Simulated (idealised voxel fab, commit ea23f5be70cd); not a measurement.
The following process module bears the name voxel released beams.
In the cross-section labelled cut, the width is 210 nm and each square cell is 5 nm.
Think of the cross-section as a grid of square cells. We describe it in bands, top to bottom, and each band covers one or more rows of those cells. This entry defines a band. It first specifies the height of the band's top and the height of its bottom in nm, and then specifies the band's materials from left to right, stating each material with its width in nm. The word "edge to edge" identifies a single material that fills the band from edge to edge, while the word "empty" identifies empty space. All heights in this document are referenced to 0, defined as the level beneath which the wafer, as received, consists entirely of one material. The lowest band is not bounded below; it extends indefinitely downward and is written in the form "z 0 and below". Per-row width for "30..40": begins at first number (top row of band), ends at second number (bottom row), increment between rows held constant. The cross-section has no changed cell in any step marked "no change". Basically, "Fully sealed voids" tells you about the enclosed voids: empty spaces with no open way to the top, 8 cells or bigger, each written width x height at distance, where distance is from the left edge, all in nm. What comes after the settings on a step's line is commentary from the simulator itself on that step. overlay nm: where the mask lay relative to plan, measured to the right, on steps with a mask; negatives go left.
SET OUT BELOW ARE THE PLANNED STEPS OF THE PROCESS
| 1 | op RECEIVE | material Si |
| 2 | op CONFORMAL_DEP | material SiN | thk nm 5 |
| 3 | op DIRECTIONAL_DEP | material SiO2 | thk nm 10 |
| 4 | op DIRECTIONAL_DEP | material aC | thk nm 15 |
| 5 | op PATTERN | tone open | mask id ANCHOR | material resist | width nm 35 | thk nm 35 | overlay nm 0 |
| 6 | op DIRECTIONAL_ETCH | etch materials aC | depth nm 15 |
| 7 | op STRIP | etch materials resist |
| 8 | op DIRECTIONAL_ETCH | etch materials SiO2 | depth nm 10 |
| 9 | op STRIP | etch materials aC |
| 10 | op CONFORMAL_DEP | material W | thk nm 15 |
| 11 | op DIRECTIONAL_DEP | material aC | thk nm 15 |
| 12 | op PATTERN | tone cover | mask id BEAM | material resist | width nm 120 | thk nm 30 | overlay nm 0 |
| 13 | op DIRECTIONAL_ETCH | etch materials aC | depth nm 15 |
| 14 | op STRIP | etch materials resist |
| 15 | op DIRECTIONAL_ETCH | etch materials W | depth nm 15 |
| 16 | op STRIP | etch materials aC |
| 17 | op STRIP | etch materials SiO2 |
THE FIRST OF A SET OF TWO WAFERS, RUN TO PLAN
INCOMING WAFER, CROSS-SECTIONAL VIEW, POST STEP 1
    z 0 and below | Si edge to edge
    Fully sealed voids: none
WAFER XSEC, POST STEP 2
    z 5 to 0 | SiN edge to edge
    Everything under 0 stays put, no change at all.
WAFER XSEC, POST STEP 3
    z 15 to 5 | SiO2 edge to edge
    Everything under 5 stays put, no change at all.
WAFER XSEC, POST STEP 4
    z 30 to 15 | aC edge to edge
    Everything under 15 stays put, no change at all.
WAFER XSEC, POST STEP 5
    z 65 to 30 | 45 resist | 35 empty | 130 resist
    Everything under 30 stays put, no change at all.
WAFER XSEC, POST STEP 6
    z 50 to 30 | 45 resist | 35 empty | 130 resist
    z 30 to 15 | 45 aC | 35 empty | 130 aC
    Everything under 15 stays put, no change at all.
WAFER XSEC, POST STEP 7
    z 30 to 15 | 45 aC | 35 empty | 130 aC
    Everything under 15 stays put, no change at all.
WAFER XSEC, POST STEP 8
    z 30 to 15 | 45 aC | 35 empty | 130 aC
    z 15 to 5 | 45 SiO2 | 35 empty | 130 SiO2
    Everything under 5 stays put, no change at all.
WAFER XSEC, POST STEP 9
    z 15 to 5 | 45 SiO2 | 35 empty | 130 SiO2
    Everything under 5 stays put, no change at all.
WAFER XSEC, POST STEP 10
    z 30 to 20 | 60 W | 5 empty | 145 W
    z 20 to 15 | W edge to edge
    z 15 to 5 | 45 SiO2 | 35 W | 130 SiO2
    Everything under 5 stays put, no change at all.
WAFER XSEC, POST STEP 11
    z 45 to 35 | 60 aC | 5 empty | 145 aC
    z 35 to 30 | aC edge to edge
    z 30 to 20 | 60 W | 5 aC | 145 W
    Everything under 20 stays put, no change at all.
WAFER XSEC, POST STEP 12
    z 75 to 45 | 40 empty | 120 resist | 50 empty
    z 45 to 35 | 60 aC | 5 resist | 145 aC
    Everything under 35 stays put, no change at all.
WAFER XSEC, POST STEP 13
    z 60 to 45 | 40 empty | 120 resist | 50 empty
    z 45 to 35 | 40 empty | 20 aC | 5 resist | 95 aC | 50 empty
    z 35 to 30 | 40 empty | 120 aC | 50 empty
    Everything under 30 stays put, no change at all.
WAFER XSEC, POST STEP 14
    z 45 to 35 | 40 empty | 20 aC | 5 empty | 95 aC | 50 empty
    Everything under 35 stays put, no change at all.
WAFER XSEC, POST STEP 15
    z 45 to 35 | 40 empty | 20 aC | 5 empty | 95 aC | 50 empty
    z 35 to 30 | 40 empty | 120 aC | 50 empty
    z 30 to 20 | 40 empty | 20 W | 5 aC | 95 W | 50 empty
    z 20 to 15 | 40 empty | 120 W | 50 empty
    Everything under 15 stays put, no change at all.
WAFER XSEC, POST STEP 16
    z 30 to 20 | 40 empty | 20 W | 5 empty | 95 W | 50 empty
    Everything under 20 stays put, no change at all.
WAFER XSEC, POST STEP 17
    z 30 to 20 | 40 empty | 20 W | 5 empty | 95 W | 50 empty
    z 20 to 15 | 40 empty | 120 W | 50 empty
    z 15 to 5 | 45 empty | 35 W | 130 empty
    Everything under 5 stays put, no change at all.
WAFER TWO: LIKE WAFER ONE IN START AND PLAN, BUT WITH ONE MISTAKE IN EXECUTION; IDENTICAL UP TO AND INCLUDING STEP 1
CROSS-SECTIONAL REPRESENTATION OF THE SECOND WAFER AT THE TIME DESIGNATED IN THE PLAN FOR THE COMPLETION OF STEP 2
    z 10 to 0 | SiO2 edge to edge
    Everything under 0 stays put, no change at all.
CROSS-SECTIONAL REPRESENTATION OF THE SECOND WAFER AT THE TIME DESIGNATED IN THE PLAN FOR THE COMPLETION OF STEP 3
    z 15 to 10 | SiN edge to edge
    Everything under 10 stays put, no change at all.
CROSS-SECTIONAL REPRESENTATION OF THE SECOND WAFER AT THE TIME DESIGNATED IN THE PLAN FOR THE COMPLETION OF STEP 4
    z 30 to 15 | aC edge to edge
    Everything under 15 stays put, no change at all.
CROSS-SECTIONAL REPRESENTATION OF THE SECOND WAFER AT THE TIME DESIGNATED IN THE PLAN FOR THE COMPLETION OF STEP 5
    z 65 to 30 | 45 resist | 35 empty | 130 resist
    Everything under 30 stays put, no change at all.
CROSS-SECTIONAL REPRESENTATION OF THE SECOND WAFER AT THE TIME DESIGNATED IN THE PLAN FOR THE COMPLETION OF STEP 6
    z 50 to 30 | 45 resist | 35 empty | 130 resist
    z 30 to 15 | 45 aC | 35 empty | 130 aC
    Everything under 15 stays put, no change at all.
CROSS-SECTIONAL REPRESENTATION OF THE SECOND WAFER AT THE TIME DESIGNATED IN THE PLAN FOR THE COMPLETION OF STEP 7
    z 30 to 15 | 45 aC | 35 empty | 130 aC
    Everything under 15 stays put, no change at all.
Cross-sectional representation of the second wafer at the time designated in the plan for the completion of step 8: no change
CROSS-SECTIONAL REPRESENTATION OF THE SECOND WAFER AT THE TIME DESIGNATED IN THE PLAN FOR THE COMPLETION OF STEP 9
    z 15 to 10 | SiN edge to edge
    Everything under 10 stays put, no change at all.
CROSS-SECTIONAL REPRESENTATION OF THE SECOND WAFER AT THE TIME DESIGNATED IN THE PLAN FOR THE COMPLETION OF STEP 10
    z 30 to 15 | W edge to edge
    Everything under 15 stays put, no change at all.
CROSS-SECTIONAL REPRESENTATION OF THE SECOND WAFER AT THE TIME DESIGNATED IN THE PLAN FOR THE COMPLETION OF STEP 11
    z 45 to 30 | aC edge to edge
    Everything under 30 stays put, no change at all.
CROSS-SECTIONAL REPRESENTATION OF THE SECOND WAFER AT THE TIME DESIGNATED IN THE PLAN FOR THE COMPLETION OF STEP 12
    z 75 to 45 | 40 empty | 120 resist | 50 empty
    Everything under 45 stays put, no change at all.
CROSS-SECTIONAL REPRESENTATION OF THE SECOND WAFER AT THE TIME DESIGNATED IN THE PLAN FOR THE COMPLETION OF STEP 13
    z 60 to 45 | 40 empty | 120 resist | 50 empty
    z 45 to 30 | 40 empty | 120 aC | 50 empty
    Everything under 30 stays put, no change at all.
CROSS-SECTIONAL REPRESENTATION OF THE SECOND WAFER AT THE TIME DESIGNATED IN THE PLAN FOR THE COMPLETION OF STEP 14
    z 45 to 30 | 40 empty | 120 aC | 50 empty
    Everything under 30 stays put, no change at all.
CROSS-SECTIONAL REPRESENTATION OF THE SECOND WAFER AT THE TIME DESIGNATED IN THE PLAN FOR THE COMPLETION OF STEP 15
    z 45 to 30 | 40 empty | 120 aC | 50 empty
    z 30 to 15 | 40 empty | 120 W | 50 empty
    Everything under 15 stays put, no change at all.
CROSS-SECTIONAL REPRESENTATION OF THE SECOND WAFER AT THE TIME DESIGNATED IN THE PLAN FOR THE COMPLETION OF STEP 16
    z 30 to 15 | 40 empty | 120 W | 50 empty
    Everything under 15 stays put, no change at all.
Cross-sectional representation of the second wafer at the time designated in the plan for the completion of step 17: no change
Here's what went sideways: steps 2 and 3: order swapped relative to plan
Looking at both finished wafers in cells, the second ends up ahead of or behind the first on some materials: SiO2 +84, W -12
